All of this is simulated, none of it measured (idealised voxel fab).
The name of this process module is voxel self aligned vias.
In the cross-section labelled cut, the width is 270 nm and each square cell is 5 nm.
When this document writes out a cross-section, it uses a grid of square cells and lists it as bands, beginning at the top and moving down, with a band standing for one or more rows of cells.
The band entry comprises the height of the band's top followed by the height of its bottom, expressed in nm, and subsequently the band's materials from left to right, each stated together with its width in nm. Where a single material is marked with the word "everywhere", that material fills the band from edge to edge. The word "air" represents empty space.
We count height from 0. Below that, the starting wafer is all one material. The lowest band never ends at the bottom but goes on down; see "z 0 and below" for how that is written.
Top row gets the first number, bottom row gets the second, and each row in between changes by the same step: that is how a band width like "30->40" works.
When a step is marked "changes: none", none of the cells in the cross-section changed during that step.
"Closed void catalog" enumerates empty spaces isolated from the top, with no open way to it, that contain at least 8 cells, giving each as width x height at distance from the left edge, all three in nm.
What comes after the settings on a step's line is commentary from the simulator itself on that step.
Steps that use a mask can have "overlay nm" on their line. It says how far the mask sat to the right of where it was meant to be. Negative means to the left.

[Planned process steps]
1: RECEIVE [material Si]
2: CONFORMAL_DEP [material SiO2] [thk nm 15]
3: CONFORMAL_DEP [material SiCN] [thk nm 5]
4: DIRECTIONAL_DEP [material SiO2] [thk nm 30]
5: DIRECTIONAL_DEP [material aC] [thk nm 10]
6: PATTERN [tone open] [mask id LINES] [material resist] [width nm 30] [pitch nm 65] [thk nm 30] [overlay nm 0]
7: DIRECTIONAL_ETCH [etch materials aC] [depth nm 10]
8: STRIP [etch materials resist]
9: DIRECTIONAL_ETCH [etch materials SiO2] [depth nm 30]
10: STRIP [etch materials aC]
11: CONFORMAL_DEP [material TiN] [thk nm 5]
12: FILL_DEP [material W] [thk nm 5]
13: CMP [height nm 50]
14: SELECTIVE_ETCH [etch materials W Ru TiN] [depth nm 5]
15: FILL_DEP [material SiN] [thk nm 5]
16: CMP [height nm 50]
17: DIRECTIONAL_DEP [material SiO2] [thk nm 15]
18: MASKED_ETCH [tone open] [mask id VIAS] [width nm 40] [pitch nm 65] [etch materials SiO2] [depth nm 15] [overlay nm 0]
19: MASKED_ETCH [tone open] [mask id VIAS] [width nm 40] [pitch nm 65] [etch materials SiN] [depth nm 5] [overlay nm 0]
20: CONFORMAL_DEP [material TiN] [thk nm 5]
21: FILL_DEP [material W] [thk nm 5]
22: CMP [height nm 65]
23: CONFORMAL_DEP [material SiN] [thk nm 5]

[Here's what the wafer looked like in cross-section when it arrived - that's after step 1]
z 0 and below  Si everywhere
Closed void catalog: none

[One mistake in running the module, otherwise start and plan as above: cross-section at the end]
z 70 to 65  SiN everywhere
z 65 to 50  SiO2: 50 | TiN: 5 | W: 30 | TiN: 5 | SiO2: 25 | TiN: 5 | W: 30 | TiN: 5 | SiO2: 25 | TiN: 5 | W: 30 | TiN: 5 | SiO2: 50
z 50 to 45  SiO2: 50 | TiN: 40 | SiO2: 25 | TiN: 40 | SiO2: 25 | TiN: 40 | SiO2: 50
z 45 to 35  SiO2: 50 | TiN: 10 | W: 20 | TiN: 10 | SiO2: 25 | TiN: 10 | W: 20 | TiN: 10 | SiO2: 25 | TiN: 10 | W: 20 | TiN: 10 | SiO2: 50
z 35 to 25  SiO2: 55 | TiN: 5 | W: 20 | TiN: 5 | SiO2: 35 | TiN: 5 | W: 20 | TiN: 5 | SiO2: 35 | TiN: 5 | W: 20 | TiN: 5 | SiO2: 55
z 25 to 20  SiO2: 55 | TiN: 30 | SiO2: 35 | TiN: 30 | SiO2: 35 | TiN: 30 | SiO2: 55
z 20 to 15  SiCN everywhere
z 15 to 0  SiO2 everywhere
z 0 and below  Si everywhere
Closed void catalog: none
Processing error: the plan had its step 18 run twice
